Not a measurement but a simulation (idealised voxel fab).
This is a process module. Its name is voxel transistor to metal.
160 nm wide, 5 nm square cells: that's cross-section cut.
Cross-section spec: square-cell grid; bands listed top down; each band is one or more rows. Quick guide to a band line: top height, bottom height (nm) up front; then every material left to right with its width in nm. Only one material and it's marked "throughout"? Then it fills the band edge to edge. And "air" just means empty space. Height is counted from the level 0, under which the received wafer is composed throughout of one material. The lowest of the bands is not closed at the bottom but continues downward, in the notation "z 0 and below". When a width is written as two numbers, as in "30 to 40", the first number is the width in the top row of cells of the band and the second is the width in its bottom row, and the width changes by the same amount from each row to the next. The cross-section has no changed cell in any step marked "no change occurred". Voids not open to the top, 8 cells minimum: see "Closed void register". Written width x height at distance; distance is from the left edge; nm. Where a step's line continues beyond its settings, the continuation is a remark by the simulator itself on that step. overlay nm: step with mask; distance mask lay right of planned place; negative value = left of planned place.
[Steps in the process plan]
- 1: RECEIVE: material Si
- 2: CONFORMAL_DEP: material SiO2, thk nm 5
- 3: CONFORMAL_DEP: material SiN, thk nm 10
- 4: MASKED_ETCH: tone cover, mask id ACTIVE, width nm 110, etch materials SiN, depth nm 10, overlay nm 0
- 5: MASKED_ETCH: tone cover, mask id ACTIVE, width nm 110, etch materials SiO2, depth nm 5, overlay nm -10
- 6: MASKED_ETCH: tone cover, mask id ACTIVE, width nm 110, etch materials Si, depth nm 35, overlay nm 0
- 7: OXIDIZE: depth nm 5
- 8: FILL_DEP: material SiO2, thk nm 5
- 9: CMP: height nm 15
- 10: SELECTIVE_ETCH: etch materials SiO2, depth nm 10
- 11: STRIP: etch materials SiN
- 12: SELECTIVE_ETCH: etch materials SiO2, depth nm 5
- 13: OXIDIZE: depth nm 5
- 14: DIRECTIONAL_DEP: material polySi, thk nm 20
- 15: DIRECTIONAL_DEP: material SiCN, thk nm 10
- 16: MASKED_ETCH: tone cover, mask id GATE, width nm 20, etch materials SiCN, depth nm 20, overlay nm 0
- 17: MASKED_ETCH: tone cover, mask id GATE, width nm 20, etch materials polySi, depth nm 30, overlay nm 0
- 18: CONFORMAL_DEP: material SiN, thk nm 10
- 19: DIRECTIONAL_ETCH: etch materials SiN, depth nm 10
- 20: DIRECTIONAL_ETCH: etch materials SiO2, depth nm 5
- 21: DIRECTIONAL_ETCH: etch materials Si, depth nm 10
- 22: EPI: material nSi, thk nm 10
- 23: FILL_DEP: material SiO2, thk nm 10
- 24: CMP: height nm 30
- 25: DIRECTIONAL_DEP: material SiO2, thk nm 15
- 26: MASKED_ETCH: tone open, mask id CONTACT, width nm 30, pitch nm 60, etch materials SiO2, depth nm 50, overlay nm 0
- 27: CONFORMAL_DEP: material TiN, thk nm 5
- 28: FILL_DEP: material W, thk nm 10
- 29: CMP: height nm 45
- 30: DIRECTIONAL_DEP: material TiN, thk nm 5
- 31: DIRECTIONAL_DEP: material W, thk nm 25
- 32: PATTERN: tone cover, mask id METAL_1, material resist, width nm 20, pitch nm 70, thk nm 15, overlay nm 0
- 33: DIRECTIONAL_ETCH: etch materials W, depth nm 25
- 34: DIRECTIONAL_ETCH: etch materials TiN, depth nm 5
- 35: STRIP: etch materials resist
- 36: CONFORMAL_DEP: material SiCN, thk nm 5
- 37: FILL_DEP: material SiO2, thk nm 5
- 38: CMP: height nm 75
- 39: CONFORMAL_DEP: material SiCN, thk nm 5
Among the wafers covered here, the point of difference is the overlay nm at step 5; their starting state is shared, and the plan presents the value of the first wafer.
[So this is the first of several wafers, cross-sectioned as it came to us, meaning it's at the end of step 1]
  z 0 and below: Si throughout
  Closed void register: none
[Every row in this table is a wafer at the end of the module, and it gives, for each of the materials, the cells that wafer has gained (+) or lost (-) since it was received, then its closed voids]
overlay nm -10 | -130 Si | +84 SiCN | +24 SiN | +336 SiO2 | +56 TiN | +90 W | +36 nSi | +16 polySi | Closed void register: none
overlay nm -5 | -135 Si | +84 SiCN | +24 SiN | +343 SiO2 | +56 TiN | +90 W | +34 nSi | +16 polySi | Closed void register: none
overlay nm 0 | -140 Si | +84 SiCN | +24 SiN | +350 SiO2 | +56 TiN | +90 W | +32 nSi | +16 polySi | Closed void register: none
overlay nm 5 | -135 Si | +84 SiCN | +24 SiN | +343 SiO2 | +56 TiN | +90 W | +34 nSi | +16 polySi | Closed void register: none
overlay nm 10 | -130 Si | +84 SiCN | +24 SiN | +336 SiO2 | +56 TiN | +90 W | +36 nSi | +16 polySi | Closed void register: none
